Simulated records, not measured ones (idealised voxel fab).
process module | voxel transistor to metal
cross-section cut | 210 nm wide | cells 5 nm
A cross-section is a grid of square cells, given in bands from the top down. A band is one or more rows of cells.
Each band's line starts with the height of the band's top and of its bottom, in nm. Then come its materials from left to right, each with its width in nm. One material with "throughout" fills the band from edge to edge. "air" is empty space.
Height 0 is the level under which the wafer as received is all one material. The lowest band goes on downwards, as in "0 down".
A width such as "30 to 40" changes by the same amount from each row of cells to the next, from the band's top row to its bottom row.
"no change" after a step means that no cell of the cross-section changed.
closed voids: empty space of 8 cells or more with no open way to the top, each as width x height at its distance from the left edge, in nm
after a step's settings: what the simulator itself notes on the step
overlay nm, on a step with a mask: how far to the right of its planned place the mask lay; to the left if negative
plan
1 op RECEIVE | material Si
2 op CONFORMAL_DEP | material SiO2 | thk nm 5
3 op CONFORMAL_DEP | material SiN | thk nm 10
4 op MASKED_ETCH | tone cover | mask id ACTIVE | width nm 115 | etch materials SiN | depth nm 10 | overlay nm 0
5 op MASKED_ETCH | tone cover | mask id ACTIVE | width nm 115 | etch materials SiO2 | depth nm 5 | overlay nm 0
6 op MASKED_ETCH | tone cover | mask id ACTIVE | width nm 115 | etch materials Si | depth nm 35 | overlay nm 0
7 op OXIDIZE | depth nm 5
8 op FILL_DEP | material SiO2 | thk nm 15
9 op CMP | height nm 15
10 op SELECTIVE_ETCH | etch materials SiO2 | depth nm 5
11 op STRIP | etch materials SiN
12 op SELECTIVE_ETCH | etch materials SiO2 | depth nm 5
13 op OXIDIZE | depth nm 5
14 op DIRECTIONAL_DEP | material polySi | thk nm 30
15 op DIRECTIONAL_DEP | material SiCN | thk nm 10
16 op PATTERN | tone cover | mask id GATE | material resist | width nm 25 | thk nm 15 | overlay nm 0
17 op DIRECTIONAL_ETCH | etch materials SiCN | depth nm 20
18 op DIRECTIONAL_ETCH | etch materials polySi | depth nm 40
19 op STRIP | etch materials resist
20 op CONFORMAL_DEP | material SiN | thk nm 10
21 op DIRECTIONAL_ETCH | etch materials SiN | depth nm 10
22 op DIRECTIONAL_ETCH | etch materials SiO2 | depth nm 5
23 op EPI | material nSi | thk nm 5
24 op FILL_DEP | material SiO2 | thk nm 5
25 op CMP | height nm 40
26 op DIRECTIONAL_DEP | material SiO2 | thk nm 10
27 op DIRECTIONAL_DEP | material aC | thk nm 10
28 op PATTERN | tone open | mask id CONTACT | material resist | width nm 20 | pitch nm 75 | thk nm 30 | overlay nm 0
29 op DIRECTIONAL_ETCH | etch materials aC | depth nm 10
30 op STRIP | etch materials resist
31 op DIRECTIONAL_ETCH | etch materials SiO2 | depth nm 50
32 op STRIP | etch materials aC
33 op CONFORMAL_DEP | material TiN | thk nm 5
34 op FILL_DEP | material Ru | thk nm 5
35 op CMP | height nm 50
36 op CONFORMAL_DEP | material SiCN | thk nm 5
37 op DIRECTIONAL_DEP | material lowk | thk nm 15
38 op PATTERN | tone open | mask id METAL_1 | material resist | width nm 20 | pitch nm 75 | thk nm 20 | overlay nm 0
39 op DIRECTIONAL_ETCH | etch materials lowk | depth nm 15
40 op DIRECTIONAL_ETCH | etch materials SiCN | depth nm 5
41 op STRIP | etch materials resist
42 op CONFORMAL_DEP | material TiN | thk nm 5
43 op FILL_DEP | material W | thk nm 5
44 op CMP | height nm 70
45 op CONFORMAL_DEP | material SiN | thk nm 5
as received, after step 1
  0 down: Si throughout
  closed voids: none
first wafer at the end, as planned
  75 to 70: SiN throughout
  70 to 55: lowk 55 | TiN 5 | W 10 | TiN 5 | lowk 55 | TiN 5 | W 10 | TiN 5 | lowk 60
  55 to 50: SiCN 55 | TiN 20 | SiCN 55 | TiN 20 | SiCN 60
  50 to 40: SiO2 55 | TiN 5 | Ru 10 | TiN 5 | SiO2 55 | TiN 5 | Ru 10 | TiN 5 | SiO2 60
  40 to 30: SiO2 55 | TiN 5 | Ru 10 | TiN 5 | SiO2 5 | SiN 10 | SiCN 25 | SiN 10 | SiO2 5 | TiN 5 | Ru 10 | TiN 5 | SiO2 60
  30 to 5: SiO2 55 | TiN 5 | Ru 10 | TiN 5 | SiO2 5 | SiN 10 | polySi 25 | SiN 10 | SiO2 5 | TiN 5 | Ru 10 | TiN 5 | SiO2 60
  5 to 0: SiO2 40 | SiN 10 | SiO2 5 | TiN 20 | SiO2 5 | SiN 10 | polySi 25 | SiN 10 | SiO2 5 | TiN 20 | SiO2 5 | SiN 10 | SiO2 45
  0 to -5: SiO2 50 | nSi 30 | SiO2 45 | nSi 30 | SiO2 55
  -5 to -40: SiO2 50 | Si 105 | SiO2 55
  -40 down: Si throughout
  closed voids: none
second wafer at the end: like start, like plan, one mistake
  75 to 70: SiN throughout
  70 to 55: lowk 55 | TiN 5 | W 10 | TiN 5 | lowk 55 | TiN 5 | W 10 | TiN 5 | lowk 60
  55 to 50: SiCN 55 | TiN 20 | SiCN 55 | TiN 20 | SiCN 60
  50 to 40: SiO2 55 | TiN 5 | Ru 10 | TiN 5 | SiO2 55 | TiN 5 | Ru 10 | TiN 5 | SiO2 60
  40 to 30: SiO2 55 | TiN 5 | Ru 10 | TiN 5 | SiO2 5 | SiN 10 | SiCN 25 | SiN 10 | SiO2 5 | TiN 5 | Ru 10 | TiN 5 | SiO2 60
  30 to 5: SiO2 55 | TiN 5 | Ru 10 | TiN 5 | SiO2 5 | SiN 10 | polySi 25 | SiN 10 | SiO2 5 | TiN 5 | Ru 10 | TiN 5 | SiO2 60
  5 to 0: SiO2 35 | SiN 10 | SiO2 10 | TiN 20 | SiO2 5 | SiN 10 | polySi 25 | SiN 10 | SiO2 5 | TiN 20 | SiO2 10 | SiN 10 | SiO2 40
  0 to -5: SiO2 35 | SiN 15 | nSi 30 | SiO2 45 | nSi 30 | SiN 15 | SiO2 40
  -5 to -10: SiO2 55 | Si 95 | SiO2 60
  -10 to -40: SiO2 50 | Si 105 | SiO2 55
  -40 down: Si throughout
  closed voids: none
what went wrong: steps 10 and 11 were swapped
at the end the second wafer has, in cells: 2 fewer of Si | 6 more of SiN | 4 fewer of SiO2
